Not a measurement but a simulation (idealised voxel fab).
process module | voxel double patterning
cross-section cut | 295 nm wide | cells 5 nm
A cross-section is a grid of square cells, given in bands from the top down. A band is one or more rows of cells.
Each band's line starts with the height of the band's top and of its bottom, in nm. Then come its materials from left to right, each with its width in nm. One material with "throughout" fills the band from edge to edge. "air" is empty space.
Height 0 is the level under which the wafer as received is all one material. The lowest band goes on downwards, as in "0 down".
A width such as "30 to 40" changes by the same amount from each row of cells to the next, from the band's top row to its bottom row.
"no change" after a step means that no cell of the cross-section changed.
closed voids: empty space of 8 cells or more with no open way to the top, each as width x height at its distance from the left edge, in nm
after a step's settings: what the simulator itself notes on the step
overlay nm, on a step with a mask: how far to the right of its planned place the mask lay; to the left if negative
Each pair below shows a cross-section before one step and the cross-section after it, down to the lowest band that changed. The line under each pair gives the step between them, with its settings. The pairs can come from different runs of this module on the same starting wafer, so a pair continues from the pair above only where its "before" says so.
before
  0 down: Si throughout
  closed voids: none
after
  10 to 0: SiO2 throughout
  below 0: unchanged
  closed voids: none
the step between: op CONFORMAL_DEP | material SiO2 | thk nm 10
before: the cross-section after the pair above
after
  25 to 10: polySi throughout
  below 10: unchanged
  closed voids: none
the step between: op DIRECTIONAL_DEP | material polySi | thk nm 15
before: the cross-section after the pair above
after
  35 to 25: SiCN throughout
  below 25: unchanged
  closed voids: none
the step between: op DIRECTIONAL_DEP | material SiCN | thk nm 10
before: the cross-section after the pair above
after
  35 to 25: SiCN 90 | air 15 | SiCN 35 | air 15 | SiCN 35 | air 15 | SiCN 90
  below 25: unchanged
  closed voids: none
the step between: op MASKED_ETCH | tone open | mask id FIRST | width nm 15 | pitch nm 50 | etch materials SiCN | depth nm 10 | overlay nm 0
before: the cross-section after the pair above
after
  50 to 40: aC 90 | air 15 | aC 35 | air 15 | aC 35 | air 15 | aC 90
  40 to 35: aC throughout
  35 to 25: SiCN 90 | aC 15 | SiCN 35 | aC 15 | SiCN 35 | aC 15 | SiCN 90
  below 25: unchanged
  closed voids: none
the step between: op DIRECTIONAL_DEP | material aC | thk nm 15
before: the cross-section after the pair above
after
  85 to 50: resist 115 | air 15 | resist 35 | air 15 | resist 115
  50 to 40: aC 90 | resist 15 | aC 35 | resist 15 | aC 35 | resist 15 | aC 90
  below 40: unchanged
  closed voids: none
the step between: op PATTERN | tone open | mask id SECOND | material resist | width nm 15 | pitch nm 50 | thk nm 35 | overlay nm 0
before: the cross-section after the pair above
after
  70 to 50: resist 115 | air 15 | resist 35 | air 15 | resist 115
  50 to 40: aC 90 | resist 15 | aC 10 | air 15 | aC 10 | resist 15 | aC 10 | air 15 | aC 10 | resist 15 | aC 90
  40 to 35: aC 115 | air 15 | aC 35 | air 15 | aC 115
  below 35: unchanged
  closed voids: none
the step between: op DIRECTIONAL_ETCH | etch materials aC | depth nm 15
before: the cross-section after the pair above
after
  50 to 40: aC 90 | air 15 | aC 10 | air 15 | aC 10 | air 15 | aC 10 | air 15 | aC 10 | air 15 | aC 90
  below 40: unchanged
  closed voids: none
the step between: op STRIP | etch materials resist
before: the cross-section after the pair above
after
  50 to 40: aC 90 | air 15 | aC 10 | air 15 | aC 10 | air 15 | aC 10 | air 15 | aC 10 | air 15 | aC 90
  40 to 35: aC 115 | air 15 | aC 35 | air 15 | aC 115
  35 to 25: SiCN 90 | aC 15 | SiCN 10 | air 15 | SiCN 10 | aC 15 | SiCN 10 | air 15 | SiCN 10 | aC 15 | SiCN 90
  below 25: unchanged
  closed voids: none
the step between: op DIRECTIONAL_ETCH | etch materials SiCN | depth nm 10
before: the cross-section after the pair above
after
  35 to 25: SiCN 90 | air 15 | SiCN 10 | air 15 | SiCN 10 | air 15 | SiCN 10 | air 15 | SiCN 10 | air 15 | SiCN 90
  below 25: unchanged
  closed voids: none
the step between: op STRIP | etch materials aC
before: the cross-section after the pair above
after
  35 to 25: SiCN 90 | air 15 | SiCN 10 | air 15 | SiCN 10 | air 15 | SiCN 10 | air 15 | SiCN 10 | air 15 | SiCN 90
  25 to 10: polySi 90 | air 15 | polySi 10 | air 15 | polySi 10 | air 15 | polySi 10 | air 15 | polySi 10 | air 15 | polySi 90
  below 10: unchanged
  closed voids: none
the step between: op DIRECTIONAL_ETCH | etch materials polySi | depth nm 15
before: the cross-section after the pair above
after
  25 to 10: polySi 90 | air 15 | polySi 10 | air 15 | polySi 10 | air 15 | polySi 10 | air 15 | polySi 10 | air 15 | polySi 90
  below 10: unchanged
  closed voids: none
the step between: op STRIP | etch materials SiCN
before
  0 down: Si throughout
  closed voids: none
after
  15 to 0: polySi throughout
  below 0: unchanged
  closed voids: none
the step between: op DIRECTIONAL_DEP | material polySi | thk nm 15
before: the cross-section after the pair above
after
  25 to 15: SiCN throughout
  below 15: unchanged
  closed voids: none
the step between: op DIRECTIONAL_DEP | material SiCN | thk nm 10
before: the cross-section after the pair above
after
  25 to 15: SiCN 90 | air 15 | SiCN 35 | air 15 | SiCN 35 | air 15 | SiCN 90
  below 15: unchanged
  closed voids: none
the step between: op MASKED_ETCH | tone open | mask id FIRST | width nm 15 | pitch nm 50 | etch materials SiCN | depth nm 10 | overlay nm 0
before: the cross-section after the pair above
after
  40 to 30: aC 90 | air 15 | aC 35 | air 15 | aC 35 | air 15 | aC 90
  30 to 25: aC throughout
  25 to 15: SiCN 90 | aC 15 | SiCN 35 | aC 15 | SiCN 35 | aC 15 | SiCN 90
  below 15: unchanged
  closed voids: none
the step between: op DIRECTIONAL_DEP | material aC | thk nm 15
before: the cross-section after the pair above
after
  75 to 40: resist 115 | air 15 | resist 35 | air 15 | resist 115
  40 to 30: aC 90 | resist 15 | aC 35 | resist 15 | aC 35 | resist 15 | aC 90
  below 30: unchanged
  closed voids: none
the step between: op PATTERN | tone open | mask id SECOND | material resist | width nm 15 | pitch nm 50 | thk nm 35 | overlay nm 0
before: the cross-section after the pair above
after
  60 to 40: resist 115 | air 15 | resist 35 | air 15 | resist 115
  40 to 30: aC 90 | resist 15 | aC 10 | air 15 | aC 10 | resist 15 | aC 10 | air 15 | aC 10 | resist 15 | aC 90
  30 to 25: aC 115 | air 15 | aC 35 | air 15 | aC 115
  below 25: unchanged
  closed voids: none
the step between: op DIRECTIONAL_ETCH | etch materials aC | depth nm 15
before: the cross-section after the pair above
after
  40 to 30: aC 90 | air 15 | aC 10 | air 15 | aC 10 | air 15 | aC 10 | air 15 | aC 10 | air 15 | aC 90
  below 30: unchanged
  closed voids: none
the step between: op STRIP | etch materials resist
before: the cross-section after the pair above
after
  40 to 30: aC 90 | air 15 | aC 10 | air 15 | aC 10 | air 15 | aC 10 | air 15 | aC 10 | air 15 | aC 90
  30 to 25: aC 115 | air 15 | aC 35 | air 15 | aC 115
  25 to 15: SiCN 90 | aC 15 | SiCN 10 | air 15 | SiCN 10 | aC 15 | SiCN 10 | air 15 | SiCN 10 | aC 15 | SiCN 90
  below 15: unchanged
  closed voids: none
the step between: op DIRECTIONAL_ETCH | etch materials SiCN | depth nm 10
before: the cross-section after the pair above
after
  25 to 15: SiCN 90 | air 15 | SiCN 10 | air 15 | SiCN 10 | air 15 | SiCN 10 | air 15 | SiCN 10 | air 15 | SiCN 90
  below 15: unchanged
  closed voids: none
the step between: op STRIP | etch materials aC
before: the cross-section after the pair above
after
  25 to 15: SiCN 90 | air 15 | SiCN 10 | air 15 | SiCN 10 | air 15 | SiCN 10 | air 15 | SiCN 10 | air 15 | SiCN 90
  15 to 0: polySi 90 | air 15 | polySi 10 | air 15 | polySi 10 | air 15 | polySi 10 | air 15 | polySi 10 | air 15 | polySi 90
  below 0: unchanged
  closed voids: none
the step between: op DIRECTIONAL_ETCH | etch materials polySi | depth nm 15
before: the cross-section after the pair above
after
  15 to 0: polySi 90 | air 15 | polySi 10 | air 15 | polySi 10 | air 15 | polySi 10 | air 15 | polySi 10 | air 15 | polySi 90
  below 0: unchanged
  closed voids: none
the step between: op STRIP | etch materials SiCN
before
  25 to 10: polySi throughout
  10 to 0: SiO2 throughout
  0 down: Si throughout
  closed voids: none
after
  40 to 10: polySi throughout
  below 10: unchanged
  closed voids: none
the step between: op DIRECTIONAL_DEP | material polySi | thk nm 15
before: the cross-section after the pair above
after
  50 to 40: SiCN throughout
  below 40: unchanged
  closed voids: none
the step between: op DIRECTIONAL_DEP | material SiCN | thk nm 10
before: the cross-section after the pair above
after
  50 to 40: SiCN 90 | air 15 | SiCN 35 | air 15 | SiCN 35 | air 15 | SiCN 90
  below 40: unchanged
  closed voids: none
the step between: op MASKED_ETCH | tone open | mask id FIRST | width nm 15 | pitch nm 50 | etch materials SiCN | depth nm 10 | overlay nm 0
before: the cross-section after the pair above
after
  65 to 55: aC 90 | air 15 | aC 35 | air 15 | aC 35 | air 15 | aC 90
  55 to 50: aC throughout
  50 to 40: SiCN 90 | aC 15 | SiCN 35 | aC 15 | SiCN 35 | aC 15 | SiCN 90
  below 40: unchanged
  closed voids: none
the step between: op DIRECTIONAL_DEP | material aC | thk nm 15
before: the cross-section after the pair above
after
  100 to 65: resist 115 | air 15 | resist 35 | air 15 | resist 115
  65 to 55: aC 90 | resist 15 | aC 35 | resist 15 | aC 35 | resist 15 | aC 90
  below 55: unchanged
  closed voids: none
the step between: op PATTERN | tone open | mask id SECOND | material resist | width nm 15 | pitch nm 50 | thk nm 35 | overlay nm 0
before: the cross-section after the pair above
after
  85 to 65: resist 115 | air 15 | resist 35 | air 15 | resist 115
  65 to 55: aC 90 | resist 15 | aC 10 | air 15 | aC 10 | resist 15 | aC 10 | air 15 | aC 10 | resist 15 | aC 90
  55 to 50: aC 115 | air 15 | aC 35 | air 15 | aC 115
  below 50: unchanged
  closed voids: none
the step between: op DIRECTIONAL_ETCH | etch materials aC | depth nm 15
before: the cross-section after the pair above
after
  65 to 55: aC 90 | air 15 | aC 10 | air 15 | aC 10 | air 15 | aC 10 | air 15 | aC 10 | air 15 | aC 90
  below 55: unchanged
  closed voids: none
the step between: op STRIP | etch materials resist
before: the cross-section after the pair above
after
  65 to 55: aC 90 | air 15 | aC 10 | air 15 | aC 10 | air 15 | aC 10 | air 15 | aC 10 | air 15 | aC 90
  55 to 50: aC 115 | air 15 | aC 35 | air 15 | aC 115
  50 to 40: SiCN 90 | aC 15 | SiCN 10 | air 15 | SiCN 10 | aC 15 | SiCN 10 | air 15 | SiCN 10 | aC 15 | SiCN 90
  below 40: unchanged
  closed voids: none
the step between: op DIRECTIONAL_ETCH | etch materials SiCN | depth nm 10
before: the cross-section after the pair above
after
  50 to 40: SiCN 90 | air 15 | SiCN 10 | air 15 | SiCN 10 | air 15 | SiCN 10 | air 15 | SiCN 10 | air 15 | SiCN 90
  below 40: unchanged
  closed voids: none
the step between: op STRIP | etch materials aC
before: the cross-section after the pair above
after
  50 to 40: SiCN 90 | air 15 | SiCN 10 | air 15 | SiCN 10 | air 15 | SiCN 10 | air 15 | SiCN 10 | air 15 | SiCN 90
  40 to 25: polySi 90 | air 15 | polySi 10 | air 15 | polySi 10 | air 15 | polySi 10 | air 15 | polySi 10 | air 15 | polySi 90
  below 25: unchanged
  closed voids: none
the step between: op DIRECTIONAL_ETCH | etch materials polySi | depth nm 15
before: the cross-section after the pair above
after
  40 to 25: polySi 90 | air 15 | polySi 10 | air 15 | polySi 10 | air 15 | polySi 10 | air 15 | polySi 10 | air 15 | polySi 90
  below 25: unchanged
  closed voids: none
the step between: op STRIP | etch materials SiCN
before
  15 to 0: polySi throughout
  0 down: Si throughout
  closed voids: none
after
  25 to 15: SiO2 throughout
  below 15: unchanged
  closed voids: none
the step between: op CONFORMAL_DEP | material SiO2 | thk nm 10
before: the cross-section after the pair above
after
  35 to 25: SiCN throughout
  below 25: unchanged
  closed voids: none
the step between: op DIRECTIONAL_DEP | material SiCN | thk nm 10
before: the cross-section after the pair above
after
  35 to 25: SiCN 90 | air 15 | SiCN 35 | air 15 | SiCN 35 | air 15 | SiCN 90
  below 25: unchanged
  closed voids: none
the step between: op MASKED_ETCH | tone open | mask id FIRST | width nm 15 | pitch nm 50 | etch materials SiCN | depth nm 10 | overlay nm 0
before: the cross-section after the pair above
after
  50 to 40: aC 90 | air 15 | aC 35 | air 15 | aC 35 | air 15 | aC 90
  40 to 35: aC throughout
  35 to 25: SiCN 90 | aC 15 | SiCN 35 | aC 15 | SiCN 35 | aC 15 | SiCN 90
  below 25: unchanged
  closed voids: none
the step between: op DIRECTIONAL_DEP | material aC | thk nm 15
before: the cross-section after the pair above
after
  85 to 50: resist 115 | air 15 | resist 35 | air 15 | resist 115
  50 to 40: aC 90 | resist 15 | aC 35 | resist 15 | aC 35 | resist 15 | aC 90
  below 40: unchanged
  closed voids: none
the step between: op PATTERN | tone open | mask id SECOND | material resist | width nm 15 | pitch nm 50 | thk nm 35 | overlay nm 0
before: the cross-section after the pair above
after
  70 to 50: resist 115 | air 15 | resist 35 | air 15 | resist 115
  50 to 40: aC 90 | resist 15 | aC 10 | air 15 | aC 10 | resist 15 | aC 10 | air 15 | aC 10 | resist 15 | aC 90
  40 to 35: aC 115 | air 15 | aC 35 | air 15 | aC 115
  below 35: unchanged
  closed voids: none
the step between: op DIRECTIONAL_ETCH | etch materials aC | depth nm 15
before: the cross-section after the pair above
after
  50 to 40: aC 90 | air 15 | aC 10 | air 15 | aC 10 | air 15 | aC 10 | air 15 | aC 10 | air 15 | aC 90
  below 40: unchanged
  closed voids: none
the step between: op STRIP | etch materials resist
before: the cross-section after the pair above
after
  50 to 40: aC 90 | air 15 | aC 10 | air 15 | aC 10 | air 15 | aC 10 | air 15 | aC 10 | air 15 | aC 90
  40 to 35: aC 115 | air 15 | aC 35 | air 15 | aC 115
  35 to 25: SiCN 90 | aC 15 | SiCN 10 | air 15 | SiCN 10 | aC 15 | SiCN 10 | air 15 | SiCN 10 | aC 15 | SiCN 90
  below 25: unchanged
  closed voids: none
the step between: op DIRECTIONAL_ETCH | etch materials SiCN | depth nm 10
before: the cross-section after the pair above
after
  35 to 25: SiCN 90 | air 15 | SiCN 10 | air 15 | SiCN 10 | air 15 | SiCN 10 | air 15 | SiCN 10 | air 15 | SiCN 90
  below 25: unchanged
  closed voids: none
the step between: op STRIP | etch materials aC
before: the cross-section after the pair above
after
  25 to 15: SiO2 throughout
  below 15: unchanged
  closed voids: none
the step between: op STRIP | etch materials SiCN
before
  10 to 0: SiO2 throughout
  0 down: Si throughout
  closed voids: none
after
  30 to 10: polySi throughout
  below 10: unchanged
  closed voids: none
the step between: op DIRECTIONAL_DEP | material polySi | thk nm 20
before: the cross-section after the pair above
after
  40 to 30: SiCN throughout
  below 30: unchanged
  closed voids: none
the step between: op DIRECTIONAL_DEP | material SiCN | thk nm 10
before: the cross-section after the pair above
after
  40 to 30: SiCN 90 | air 15 | SiCN 35 | air 15 | SiCN 35 | air 15 | SiCN 90
  below 30: unchanged
  closed voids: none
the step between: op MASKED_ETCH | tone open | mask id FIRST | width nm 15 | pitch nm 50 | etch materials SiCN | depth nm 10 | overlay nm 0
before: the cross-section after the pair above
after
  55 to 45: aC 90 | air 15 | aC 35 | air 15 | aC 35 | air 15 | aC 90
  45 to 40: aC throughout
  40 to 30: SiCN 90 | aC 15 | SiCN 35 | aC 15 | SiCN 35 | aC 15 | SiCN 90
  below 30: unchanged
  closed voids: none
the step between: op DIRECTIONAL_DEP | material aC | thk nm 15
before: the cross-section after the pair above
after
  90 to 55: resist 115 | air 15 | resist 35 | air 15 | resist 115
  55 to 45: aC 90 | resist 15 | aC 35 | resist 15 | aC 35 | resist 15 | aC 90
  below 45: unchanged
  closed voids: none
the step between: op PATTERN | tone open | mask id SECOND | material resist | width nm 15 | pitch nm 50 | thk nm 35 | overlay nm 0
before: the cross-section after the pair above
after
  75 to 55: resist 115 | air 15 | resist 35 | air 15 | resist 115
  55 to 45: aC 90 | resist 15 | aC 10 | air 15 | aC 10 | resist 15 | aC 10 | air 15 | aC 10 | resist 15 | aC 90
  45 to 40: aC 115 | air 15 | aC 35 | air 15 | aC 115
  below 40: unchanged
  closed voids: none
the step between: op DIRECTIONAL_ETCH | etch materials aC | depth nm 15
before: the cross-section after the pair above
after
  55 to 45: aC 90 | air 15 | aC 10 | air 15 | aC 10 | air 15 | aC 10 | air 15 | aC 10 | air 15 | aC 90
  below 45: unchanged
  closed voids: none
the step between: op STRIP | etch materials resist
before: the cross-section after the pair above
after
  55 to 45: aC 90 | air 15 | aC 10 | air 15 | aC 10 | air 15 | aC 10 | air 15 | aC 10 | air 15 | aC 90
  45 to 40: aC 115 | air 15 | aC 35 | air 15 | aC 115
  40 to 30: SiCN 90 | aC 15 | SiCN 10 | air 15 | SiCN 10 | aC 15 | SiCN 10 | air 15 | SiCN 10 | aC 15 | SiCN 90
  below 30: unchanged
  closed voids: none
the step between: op DIRECTIONAL_ETCH | etch materials SiCN | depth nm 10
before: the cross-section after the pair above
after
  40 to 30: SiCN 90 | air 15 | SiCN 10 | air 15 | SiCN 10 | air 15 | SiCN 10 | air 15 | SiCN 10 | air 15 | SiCN 90
  below 30: unchanged
  closed voids: none
the step between: op STRIP | etch materials aC
before: the cross-section after the pair above
after
  40 to 30: SiCN 90 | air 15 | SiCN 10 | air 15 | SiCN 10 | air 15 | SiCN 10 | air 15 | SiCN 10 | air 15 | SiCN 90
  30 to 15: polySi 90 | air 15 | polySi 10 | air 15 | polySi 10 | air 15 | polySi 10 | air 15 | polySi 10 | air 15 | polySi 90
  below 15: unchanged
  closed voids: none
the step between: op DIRECTIONAL_ETCH | etch materials polySi | depth nm 15
before: the cross-section after the pair above
after
  30 to 15: polySi 90 | air 15 | polySi 10 | air 15 | polySi 10 | air 15 | polySi 10 | air 15 | polySi 10 | air 15 | polySi 90
  below 15: unchanged
  closed voids: none
the step between: op STRIP | etch materials SiCN
before
  35 to 25: SiCN throughout
  25 to 10: polySi throughout
  10 to 0: SiO2 throughout
  0 down: Si throughout
  closed voids: none
after
  35 to 25: SiCN 85 | air 25 | SiCN 25 | air 25 | SiCN 25 | air 25 | SiCN 85
  below 25: unchanged
  closed voids: none
the step between: op MASKED_ETCH | tone open | mask id FIRST | width nm 25 | pitch nm 50 | etch materials SiCN | depth nm 10 | overlay nm 0
before: the cross-section after the pair above
after
  50 to 40: aC 85 | air 25 | aC 25 | air 25 | aC 25 | air 25 | aC 85
  40 to 35: aC throughout
  35 to 25: SiCN 85 | aC 25 | SiCN 25 | aC 25 | SiCN 25 | aC 25 | SiCN 85
  below 25: unchanged
  closed voids: none
the step between: op DIRECTIONAL_DEP | material aC | thk nm 15
before: the cross-section after the pair above
after
  85 to 50: resist 115 | air 15 | resist 35 | air 15 | resist 115
  50 to 40: aC 85 | resist 25 | aC 25 | resist 25 | aC 25 | resist 25 | aC 85
  below 40: unchanged
  closed voids: none
the step between: op PATTERN | tone open | mask id SECOND | material resist | width nm 15 | pitch nm 50 | thk nm 35 | overlay nm 0
before: the cross-section after the pair above
after
  70 to 50: resist 115 | air 15 | resist 35 | air 15 | resist 115
  50 to 40: aC 85 | resist 25 | aC 5 | air 15 | aC 5 | resist 25 | aC 5 | air 15 | aC 5 | resist 25 | aC 85
  40 to 35: aC 115 | air 15 | aC 35 | air 15 | aC 115
  below 35: unchanged
  closed voids: none
the step between: op DIRECTIONAL_ETCH | etch materials aC | depth nm 15
before: the cross-section after the pair above
after
  50 to 40: aC 85 | air 25 | aC 5 | air 15 | aC 5 | air 25 | aC 5 | air 15 | aC 5 | air 25 | aC 85
  below 40: unchanged
  closed voids: none
the step between: op STRIP | etch materials resist
before: the cross-section after the pair above
after
  50 to 40: aC 85 | air 25 | aC 5 | air 15 | aC 5 | air 25 | aC 5 | air 15 | aC 5 | air 25 | aC 85
  40 to 35: aC 115 | air 15 | aC 35 | air 15 | aC 115
  35 to 25: SiCN 85 | aC 25 | SiCN 5 | air 15 | SiCN 5 | aC 25 | SiCN 5 | air 15 | SiCN 5 | aC 25 | SiCN 85
  below 25: unchanged
  closed voids: none
the step between: op DIRECTIONAL_ETCH | etch materials SiCN | depth nm 10
before: the cross-section after the pair above
after
  35 to 25: SiCN 85 | air 25 | SiCN 5 | air 15 | SiCN 5 | air 25 | SiCN 5 | air 15 | SiCN 5 | air 25 | SiCN 85
  below 25: unchanged
  closed voids: none
the step between: op STRIP | etch materials aC
before: the cross-section after the pair above
after
  35 to 25: SiCN 85 | air 25 | SiCN 5 | air 15 | SiCN 5 | air 25 | SiCN 5 | air 15 | SiCN 5 | air 25 | SiCN 85
  25 to 10: polySi 85 | air 25 | polySi 5 | air 15 | polySi 5 | air 25 | polySi 5 | air 15 | polySi 5 | air 25 | polySi 85
  below 10: unchanged
  closed voids: none
the step between: op DIRECTIONAL_ETCH | etch materials polySi | depth nm 15
before: the cross-section after the pair above
after
  25 to 10: polySi 85 | air 25 | polySi 5 | air 15 | polySi 5 | air 25 | polySi 5 | air 15 | polySi 5 | air 25 | polySi 85
  below 10: unchanged
  closed voids: none
the step between: op STRIP | etch materials SiCN
before
  50 to 40: aC 90 | air 15 | aC 35 | air 15 | aC 35 | air 15 | aC 90
  40 to 35: aC throughout
  35 to 25: SiCN 90 | aC 15 | SiCN 35 | aC 15 | SiCN 35 | aC 15 | SiCN 90
  25 to 10: polySi throughout
  10 to 0: SiO2 throughout
  0 down: Si throughout
  closed voids: none
after
  85 to 50: resist 125 | air 15 | resist 35 | air 15 | resist 105
  50 to 40: aC 90 | resist 15 | aC 35 | resist 15 | aC 35 | resist 15 | aC 90
  below 40: unchanged
  closed voids: none
the step between: op PATTERN | tone open | mask id SECOND | material resist | width nm 15 | pitch nm 50 | thk nm 35 | overlay nm 10
before: the cross-section after the pair above
after
  70 to 50: resist 125 | air 15 | resist 35 | air 15 | resist 105
  50 to 40: aC 90 | resist 15 | aC 20 | air 15 | resist 15 | aC 20 | air 15 | resist 15 | aC 90
  40 to 35: aC 125 | air 15 | aC 35 | air 15 | aC 105
  below 35: unchanged
  closed voids: none
the step between: op DIRECTIONAL_ETCH | etch materials aC | depth nm 15
before: the cross-section after the pair above
after
  50 to 40: aC 90 | air 15 | aC 20 | air 30 | aC 20 | air 30 | aC 90
  below 40: unchanged
  closed voids: none
the step between: op STRIP | etch materials resist
before: the cross-section after the pair above
after
  50 to 40: aC 90 | air 15 | aC 20 | air 30 | aC 20 | air 30 | aC 90
  40 to 35: aC 125 | air 15 | aC 35 | air 15 | aC 105
  35 to 25: SiCN 90 | aC 15 | SiCN 20 | air 15 | aC 15 | SiCN 20 | air 15 | aC 15 | SiCN 90
  below 25: unchanged
  closed voids: none
the step between: op DIRECTIONAL_ETCH | etch materials SiCN | depth nm 10
before: the cross-section after the pair above
after
  35 to 25: SiCN 90 | air 15 | SiCN 20 | air 30 | SiCN 20 | air 30 | SiCN 90
  below 25: unchanged
  closed voids: none
the step between: op STRIP | etch materials aC
before: the cross-section after the pair above
after
  35 to 25: SiCN 90 | air 15 | SiCN 20 | air 30 | SiCN 20 | air 30 | SiCN 90
  25 to 10: polySi 90 | air 15 | polySi 20 | air 30 | polySi 20 | air 30 | polySi 90
  below 10: unchanged
  closed voids: none
the step between: op DIRECTIONAL_ETCH | etch materials polySi | depth nm 15
before: the cross-section after the pair above
after
  25 to 10: polySi 90 | air 15 | polySi 20 | air 30 | polySi 20 | air 30 | polySi 90
  below 10: unchanged
  closed voids: none
the step between: op STRIP | etch materials SiCN
before
  70 to 50: resist 115 | air 15 | resist 35 | air 15 | resist 115
  50 to 40: aC 90 | resist 15 | aC 10 | air 15 | aC 10 | resist 15 | aC 10 | air 15 | aC 10 | resist 15 | aC 90
  40 to 35: aC 115 | air 15 | aC 35 | air 15 | aC 115
  35 to 25: SiCN 90 | aC 15 | SiCN 35 | aC 15 | SiCN 35 | aC 15 | SiCN 90
  25 to 10: polySi throughout
  10 to 0: SiO2 throughout
  0 down: Si throughout
  closed voids: none
after
  70 to 50: resist 115 | air 15 | resist 35 | air 15 | resist 115
  50 to 40: aC 90 | resist 15 | aC 10 | air 15 | aC 10 | resist 15 | aC 10 | air 15 | aC 10 | resist 15 | aC 90
  40 to 35: aC 115 | air 15 | aC 35 | air 15 | aC 115
  35 to 25: SiCN 90 | aC 15 | air 35 | aC 15 | air 35 | aC 15 | SiCN 90
  below 25: unchanged
  closed voids: none
the step between: op STRIP | etch materials SiCN
before: the cross-section after the pair above
after
  35 to 25: SiCN 90 | air 115 | SiCN 90
  below 25: unchanged
  closed voids: none
the step between: op STRIP | etch materials aC
before: the cross-section after the pair above
after
  35 to 25: SiCN 90 | air 115 | SiCN 90
  25 to 10: polySi 90 | air 115 | polySi 90
  below 10: unchanged
  closed voids: none
the step between: op DIRECTIONAL_ETCH | etch materials polySi | depth nm 15
before: the cross-section after the pair above
after
  25 to 10: polySi 90 | air 115 | polySi 90
  below 10: unchanged
  closed voids: none
the step between: op STRIP | etch materials SiCN
before
  35 to 25: SiCN throughout
  25 to 10: polySi throughout
  10 to 0: SiO2 throughout
  0 down: Si throughout
  closed voids: none
after
  35 to 25: air 90 | SiCN 15 | air 35 | SiCN 15 | air 35 | SiCN 15 | air 90
  below 25: unchanged
  closed voids: none
the step between: op MASKED_ETCH | tone cover | mask id FIRST | width nm 15 | pitch nm 50 | etch materials SiCN | depth nm 10 | overlay nm 0
before: the cross-section after the pair above
after
  50 to 40: air 90 | aC 15 | air 35 | aC 15 | air 35 | aC 15 | air 90
  40 to 35: aC throughout
  35 to 25: aC 90 | SiCN 15 | aC 35 | SiCN 15 | aC 35 | SiCN 15 | aC 90
  below 25: unchanged
  closed voids: none
the step between: op DIRECTIONAL_DEP | material aC | thk nm 15
before: the cross-section after the pair above
after
  85 to 50: resist 115 | air 15 | resist 35 | air 15 | resist 115
  50 to 40: resist 90 | aC 15 | resist 10 | air 15 | resist 10 | aC 15 | resist 10 | air 15 | resist 10 | aC 15 | resist 90
  below 40: unchanged
  closed voids: none
the step between: op PATTERN | tone open | mask id SECOND | material resist | width nm 15 | pitch nm 50 | thk nm 35 | overlay nm 0
before: the cross-section after the pair above
after
  70 to 50: resist 115 | air 15 | resist 35 | air 15 | resist 115
  50 to 40: resist 90 | aC 15 | resist 10 | air 15 | resist 10 | aC 15 | resist 10 | air 15 | resist 10 | aC 15 | resist 90
  40 to 35: aC 115 | air 15 | aC 35 | air 15 | aC 115
  35 to 25: aC 90 | SiCN 15 | aC 10 | air 15 | aC 10 | SiCN 15 | aC 10 | air 15 | aC 10 | SiCN 15 | aC 90
  below 25: unchanged
  closed voids: none
the step between: op DIRECTIONAL_ETCH | etch materials aC | depth nm 15
before: the cross-section after the pair above
after
  50 to 40: air 90 | aC 15 | air 35 | aC 15 | air 35 | aC 15 | air 90
  below 40: unchanged
  closed voids: none
the step between: op STRIP | etch materials resist
before: the cross-section after the pair above
after
  35 to 25: air 90 | SiCN 15 | air 35 | SiCN 15 | air 35 | SiCN 15 | air 90
  below 25: unchanged
  closed voids: none
the step between: op STRIP | etch materials aC
before: the cross-section after the pair above
after
  35 to 25: air 90 | SiCN 15 | air 35 | SiCN 15 | air 35 | SiCN 15 | air 90
  25 to 10: air 90 | polySi 15 | air 35 | polySi 15 | air 35 | polySi 15 | air 90
  below 10: unchanged
  closed voids: none
the step between: op DIRECTIONAL_ETCH | etch materials polySi | depth nm 15
before: the cross-section after the pair above
after
  25 to 10: air 90 | polySi 15 | air 35 | polySi 15 | air 35 | polySi 15 | air 90
  below 10: unchanged
  closed voids: none
the step between: op STRIP | etch materials SiCN
